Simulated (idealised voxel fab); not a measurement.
Process module under the name voxel self aligned contacts
Cross-section cut spans 230 nm and uses square cells 5 nm in size.
Each cross-section below is a grid of square cells, stated as bands in top-down order, with one or more rows of cells making up each band.
Within each band entry, the heights of the top and of the bottom of the band appear first, in that order and in nm; the materials of the band then follow from left to right, each with its corresponding width in nm. The designation "edge to edge" on a single material indicates that it fills the band from edge to edge; the designation "blank" indicates empty space.
Where do heights start? At 0: under that level the wafer as delivered is made of one material only. And the lowest band has no floor; it just carries on downward, as in "0 and below".
Think of "30->40" as a width that walks from the first number to the second as you go down the band, top row to bottom row, taking equal-sized steps from row to row.
You'll sometimes find "no change occurred" written for a step, and that's the way of saying that nowhere in the cross-section did a cell change during that step.
This entry, "Non-vented voids", enumerates those empty regions of no fewer than 8 cells that possess no open connection to the top. Each region is reported in the form width x height at distance, the distance being taken from the left edge, with all three quantities expressed in nm.
Heads up: the bit after the settings on a step's line is the simulator's remark on that step.
The line of a step may include "overlay nm". On a step with a mask, this value is how far to the right of its planned place the mask lay. A negative value means the mask lay to the left.

## Below is the list of planned process steps
1 RECEIVE: material Si
2 OXIDIZE: depth nm 5
3 DIRECTIONAL_DEP: material polySi, thk nm 30
4 DIRECTIONAL_DEP: material SiN, thk nm 25
5 MASKED_ETCH: tone cover, mask id GATE, width nm 35, pitch nm 80, etch materials SiN, depth nm 25, overlay nm 0
6 MASKED_ETCH: tone cover, mask id GATE, width nm 35, pitch nm 80, etch materials polySi, depth nm 30, overlay nm 0
7 CONFORMAL_DEP: material SiN, thk nm 10
8 DIRECTIONAL_ETCH: etch materials SiN, depth nm 10
9 FILL_DEP: material SiO2, thk nm 15
10 CMP: height nm 65
11 PATTERN: tone open, mask id CONTACT, material resist, width nm 65, pitch nm 80, thk nm 15, overlay nm 0
12 DIRECTIONAL_ETCH: etch materials SiO2, depth nm 70
13 STRIP: etch materials resist
14 CONFORMAL_DEP: material TiN, thk nm 5
15 FILL_DEP: material Ru, thk nm 5
16 CMP: height nm 65
17 CONFORMAL_DEP: material SiCN, thk nm 5

## First wafer of two (run as planned)

## Shown in cross-section is the wafer as received, that is, as it stands after step 1
    0 and below: Si edge to edge
    Non-vented voids: none

## How the wafer stands in section after step 2
    0 down to -5: SiO2 edge to edge
    Under the height -5 nothing was changed.

## How the wafer stands in section after step 3
    30 down to 0: polySi edge to edge
    Under the height 0 nothing was changed.

## How the wafer stands in section after step 4
    55 down to 30: SiN edge to edge
    Under the height 30 nothing was changed.

## How the wafer stands in section after step 5
    55 down to 30: 15 nm blank / 35 nm SiN / 45 nm blank / 35 nm SiN / 45 nm blank / 35 nm SiN / 20 nm blank
    Under the height 30 nothing was changed.

## How the wafer stands in section after step 6
    55 down to 30: 15 nm blank / 35 nm SiN / 45 nm blank / 35 nm SiN / 45 nm blank / 35 nm SiN / 20 nm blank
    30 down to 0: 15 nm blank / 35 nm polySi / 45 nm blank / 35 nm polySi / 45 nm blank / 35 nm polySi / 20 nm blank
    Under the height 0 nothing was changed.

## How the wafer stands in section after step 7
    65 down to 30: 5 nm blank / 55 nm SiN / 25 nm blank / 55 nm SiN / 25 nm blank / 55 nm SiN / 10 nm blank
    30 down to 10: 5 nm blank / 10 nm SiN / 35 nm polySi / 10 nm SiN / 25 nm blank / 10 nm SiN / 35 nm polySi / 10 nm SiN / 25 nm blank / 10 nm SiN / 35 nm polySi / 10 nm SiN / 10 nm blank
    10 down to 0: 15 nm SiN / 35 nm polySi / 45 nm SiN / 35 nm polySi / 45 nm SiN / 35 nm polySi / 20 nm SiN
    Under the height 0 nothing was changed.

## How the wafer stands in section after step 8
    55 down to 30: 5 nm blank / 55 nm SiN / 25 nm blank / 55 nm SiN / 25 nm blank / 55 nm SiN / 10 nm blank
    30 down to 0: 5 nm blank / 10 nm SiN / 35 nm polySi / 10 nm SiN / 25 nm blank / 10 nm SiN / 35 nm polySi / 10 nm SiN / 25 nm blank / 10 nm SiN / 35 nm polySi / 10 nm SiN / 10 nm blank
    Under the height 0 nothing was changed.

## How the wafer stands in section after step 9
    70 down to 55: SiO2 edge to edge
    55 down to 30: 5 nm SiO2 / 55 nm SiN / 25 nm SiO2 / 55 nm SiN / 25 nm SiO2 / 55 nm SiN / 10 nm SiO2
    30 down to 0: 5 nm SiO2 / 10 nm SiN / 35 nm polySi / 10 nm SiN / 25 nm SiO2 / 10 nm SiN / 35 nm polySi / 10 nm SiN / 25 nm SiO2 / 10 nm SiN / 35 nm polySi / 10 nm SiN / 10 nm SiO2
    Under the height 0 nothing was changed.

## How the wafer stands in section after step 10
    65 down to 55: SiO2 edge to edge
    Under the height 55 nothing was changed.

## How the wafer stands in section after step 11
    80 down to 65: 40 nm resist / 65 nm blank / 15 nm resist / 65 nm blank / 45 nm resist
    Under the height 65 nothing was changed.

## How the wafer stands in section after step 12
    80 down to 65: 40 nm resist / 65 nm blank / 15 nm resist / 65 nm blank / 45 nm resist
    65 down to 55: 40 nm SiO2 / 65 nm blank / 15 nm SiO2 / 65 nm blank / 45 nm SiO2
    55 down to 30: 5 nm SiO2 / 55 nm SiN / 25 nm blank / 55 nm SiN / 25 nm blank / 55 nm SiN / 10 nm SiO2
    30 down to 0: 5 nm SiO2 / 10 nm SiN / 35 nm polySi / 10 nm SiN / 25 nm blank / 10 nm SiN / 35 nm polySi / 10 nm SiN / 25 nm blank / 10 nm SiN / 35 nm polySi / 10 nm SiN / 10 nm SiO2
    0 down to -5: 60 nm SiO2 / 25 nm blank / 55 nm SiO2 / 25 nm blank / 65 nm SiO2
    Under the height -5 nothing was changed.

## How the wafer stands in section after step 13
    65 down to 55: 40 nm SiO2 / 65 nm blank / 15 nm SiO2 / 65 nm blank / 45 nm SiO2
    Under the height 55 nothing was changed.

## How the wafer stands in section after step 14
    70 down to 65: 45 nm TiN / 55 nm blank / 25 nm TiN / 55 nm blank / 50 nm TiN
    65 down to 55: 40 nm SiO2 / 5->25 nm TiN / 55->15 nm blank / 5->25 nm TiN / 15 nm SiO2 / 5->25 nm TiN / 55->15 nm blank / 5->25 nm TiN / 45 nm SiO2
    55 down to 30: 5 nm SiO2 / 55 nm SiN / 5 nm TiN / 15 nm blank / 5 nm TiN / 55 nm SiN / 5 nm TiN / 15 nm blank / 5 nm TiN / 55 nm SiN / 10 nm SiO2
    30 down to 0: 5 nm SiO2 / 10 nm SiN / 35 nm polySi / 10 nm SiN / 5 nm TiN / 15 nm blank / 5 nm TiN / 10 nm SiN / 35 nm polySi / 10 nm SiN / 5 nm TiN / 15 nm blank / 5 nm TiN / 10 nm SiN / 35 nm polySi / 10 nm SiN / 10 nm SiO2
    0 down to -5: 60 nm SiO2 / 25 nm TiN / 55 nm SiO2 / 25 nm TiN / 65 nm SiO2
    Under the height -5 nothing was changed.

## How the wafer stands in section after step 15
    75 down to 70: Ru edge to edge
    70 down to 65: 45 nm TiN / 55 nm Ru / 25 nm TiN / 55 nm Ru / 50 nm TiN
    65 down to 55: 40 nm SiO2 / 5->25 nm TiN / 55->15 nm Ru / 5->25 nm TiN / 15 nm SiO2 / 5->25 nm TiN / 55->15 nm Ru / 5->25 nm TiN / 45 nm SiO2
    55 down to 30: 5 nm SiO2 / 55 nm SiN / 5 nm TiN / 15 nm Ru / 5 nm TiN / 55 nm SiN / 5 nm TiN / 15 nm Ru / 5 nm TiN / 55 nm SiN / 10 nm SiO2
    30 down to 0: 5 nm SiO2 / 10 nm SiN / 35 nm polySi / 10 nm SiN / 5 nm TiN / 15 nm Ru / 5 nm TiN / 10 nm SiN / 35 nm polySi / 10 nm SiN / 5 nm TiN / 15 nm Ru / 5 nm TiN / 10 nm SiN / 35 nm polySi / 10 nm SiN / 10 nm SiO2
    Under the height 0 nothing was changed.

## How the wafer stands in section after step 16
    65 down to 55: 40 nm SiO2 / 5->25 nm TiN / 55->15 nm Ru / 5->25 nm TiN / 15 nm SiO2 / 5->25 nm TiN / 55->15 nm Ru / 5->25 nm TiN / 45 nm SiO2
    Under the height 55 nothing was changed.

## How the wafer stands in section after step 17
    70 down to 65: SiCN edge to edge
    Under the height 65 nothing was changed.

## Second wafer. Start and plan as for the first. One mistake made in running. Agrees with the first up to and including step 10

## Second wafer, sectioned view, at step 11's planned end time
    80 down to 65: 40 nm blank / 65 nm resist / 15 nm blank / 65 nm resist / 45 nm blank
    Under the height 65 nothing was changed.

## Second wafer, sectioned view, at step 12's planned end time
    80 down to 65: 40 nm blank / 65 nm resist / 15 nm blank / 65 nm resist / 45 nm blank
    65 down to 55: 40 nm blank / 65 nm SiO2 / 15 nm blank / 65 nm SiO2 / 45 nm blank
    55 down to 30: 5 nm blank / 55 nm SiN / 25 nm SiO2 / 55 nm SiN / 25 nm SiO2 / 55 nm SiN / 10 nm blank
    30 down to 0: 5 nm blank / 10 nm SiN / 35 nm polySi / 10 nm SiN / 25 nm SiO2 / 10 nm SiN / 35 nm polySi / 10 nm SiN / 25 nm SiO2 / 10 nm SiN / 35 nm polySi / 10 nm SiN / 10 nm blank
    0 down to -5: 5 nm blank / 215 nm SiO2 / 10 nm blank
    Under the height -5 nothing was changed.

## Second wafer, sectioned view, at step 13's planned end time
    65 down to 55: 40 nm blank / 65 nm SiO2 / 15 nm blank / 65 nm SiO2 / 45 nm blank
    Under the height 55 nothing was changed.

## Second wafer, sectioned view, at step 14's planned end time
    70 down to 65: 35 nm blank / 75 nm TiN / 5 nm blank / 75 nm TiN / 40 nm blank
    65 down to 60: 35 nm blank / 5 nm TiN / 65 nm SiO2 / 5 nm TiN / 5 nm blank / 5 nm TiN / 65 nm SiO2 / 5 nm TiN / 40 nm blank
    60 down to 55: 40 nm TiN / 65 nm SiO2 / 15 nm TiN / 65 nm SiO2 / 40 nm TiN / 5 nm blank
    55 down to 30: 5 nm TiN / 55 nm SiN / 25 nm SiO2 / 55 nm SiN / 25 nm SiO2 / 55 nm SiN / 5 nm TiN / 5 nm blank
    30 down to 0: 5 nm TiN / 10 nm SiN / 35 nm polySi / 10 nm SiN / 25 nm SiO2 / 10 nm SiN / 35 nm polySi / 10 nm SiN / 25 nm SiO2 / 10 nm SiN / 35 nm polySi / 10 nm SiN / 5 nm TiN / 5 nm blank
    0 down to -5: 5 nm TiN / 215 nm SiO2 / 10 nm TiN
    Under the height -5 nothing was changed.

## Second wafer, sectioned view, at step 15's planned end time
    75 down to 70: Ru edge to edge
    70 down to 65: 35 nm Ru / 75 nm TiN / 5 nm Ru / 75 nm TiN / 40 nm Ru
    65 down to 60: 35 nm Ru / 5 nm TiN / 65 nm SiO2 / 5 nm TiN / 5 nm Ru / 5 nm TiN / 65 nm SiO2 / 5 nm TiN / 40 nm Ru
    60 down to 55: 40 nm TiN / 65 nm SiO2 / 15 nm TiN / 65 nm SiO2 / 40 nm TiN / 5 nm Ru
    55 down to 30: 5 nm TiN / 55 nm SiN / 25 nm SiO2 / 55 nm SiN / 25 nm SiO2 / 55 nm SiN / 5 nm TiN / 5 nm Ru
    30 down to 0: 5 nm TiN / 10 nm SiN / 35 nm polySi / 10 nm SiN / 25 nm SiO2 / 10 nm SiN / 35 nm polySi / 10 nm SiN / 25 nm SiO2 / 10 nm SiN / 35 nm polySi / 10 nm SiN / 5 nm TiN / 5 nm Ru
    Under the height 0 nothing was changed.

## Second wafer, sectioned view, at step 16's planned end time
    65 down to 60: 35 nm Ru / 5 nm TiN / 65 nm SiO2 / 5 nm TiN / 5 nm Ru / 5 nm TiN / 65 nm SiO2 / 5 nm TiN / 40 nm Ru
    Under the height 60 nothing was changed.

## Second wafer, sectioned view, at step 17's planned end time
    70 down to 65: SiCN edge to edge
    Under the height 65 nothing was changed.
What went wrong in running the wafer? step 11 went in with a setting other than planned; the actual run was PATTERN: tone cover, mask id CONTACT, material resist, width nm 65, pitch nm 80, thk nm 15, overlay nm 0
Looking at both finished wafers in cells, the second ends up ahead of or behind the first on some materials: -66 Ru | +96 SiO2 | -30 TiN
